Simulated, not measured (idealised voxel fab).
Process module in this document: voxel quadruple lines
In the cross-section labelled cut, the width is 220 nm and each square cell is 5 nm.
A cross-section is a grid of square cells, given in bands from the top down. A band is one or more rows of cells.
Read a band's entry like this: the first values are the height of its top and the height of its bottom in nm, and what follows is the sequence of materials from left to right, each with its width in nm. Note that "empty" is empty space, and that a single material marked "everywhere" reaches across the band from edge to edge.
The level at which height equals 0 is the one under which the wafer, as it arrives, is entirely one material. No lower edge exists for the bottom band, which continues downward and is notated as in "0 and below".
So if you see something like "30..40" for the width, read it as the top row of the band sitting at the first number and the bottom row at the second, with every row in between moving by the same amount as the last.
Basically "nothing was modified" means that step didn't change any cell in the cross-section.
"Voids, sealed" means: voids of 8 cells or more that are shut off from the top with no open way through. Written width x height at distance, distance from the left edge, in nm.
On a step's line, text after the settings is the simulator commenting on that step.
"overlay nm", when on a step's line for a step with a mask, measures how far to the right of its planned place the mask lay; a negative measure means to the left.

## Below is the list of planned process steps
step 1: RECEIVE, material Si
step 2: CONFORMAL_DEP, material SiO2, thk nm 5
step 3: DIRECTIONAL_DEP, material W, thk nm 15
step 4: DIRECTIONAL_DEP, material polySi, thk nm 20
step 5: DIRECTIONAL_DEP, material aC, thk nm 25
step 6: PATTERN, tone cover, mask id MANDREL, material resist, width nm 35, pitch nm 100, thk nm 35, overlay nm 0
step 7: DIRECTIONAL_ETCH, etch materials aC, depth nm 25
step 8: STRIP, etch materials resist
step 9: CONFORMAL_DEP, material SiO2, thk nm 15
step 10: DIRECTIONAL_ETCH, etch materials SiO2, depth nm 15
step 11: STRIP, etch materials aC
step 12: DIRECTIONAL_ETCH, etch materials polySi, depth nm 20
step 13: STRIP, etch materials SiO2
step 14: CONFORMAL_DEP, material SiCN, thk nm 10
step 15: DIRECTIONAL_ETCH, etch materials SiCN, depth nm 10
step 16: STRIP, etch materials polySi
step 17: DIRECTIONAL_ETCH, etch materials W, depth nm 15
step 18: STRIP, etch materials SiCN
step 19: FILL_DEP, material SiO2, thk nm 5
step 20: CMP, height nm 25
Split variable: thk nm, step 2. Plan value = first wafer. Wafers start alike.

## Cross-section of the first of several received wafers, showing its state after step 1
0 and below = Si everywhere
Voids, sealed: none

## Cross-sectional representation of the first of several wafers at the end of the module, i.e. after its terminal step, step 20
25 down to 20 = SiO2 everywhere
20 down to 5 = SiO2: 15  W: 10  SiO2: 15  W: 10  SiO2: 15  W: 10  SiO2: 15  W: 10  SiO2: 15  W: 10  SiO2: 15  W: 10  SiO2: 15  W: 10  SiO2: 15  W: 10  SiO2: 20
5 down to 0 = SiO2 everywhere
0 and below = Si everywhere
Voids, sealed: none

## Cross-section of the last wafer at end of module
25 down to 0 = SiO2 everywhere
0 and below = Si everywhere
Voids, sealed: none

## Below: a row per wafer. Contents at end of module: for every material, cells gained since receipt (+) or lost since receipt (-); then closed voids
thk nm 5, +172 SiO2, +48 W, Voids, sealed: none
thk nm 10, +172 SiO2, +48 W, Voids, sealed: none
thk nm 15, +188 SiO2, +32 W, Voids, sealed: none
thk nm 20, +204 SiO2, +16 W, Voids, sealed: none
thk nm 25, +220 SiO2, Voids, sealed: none
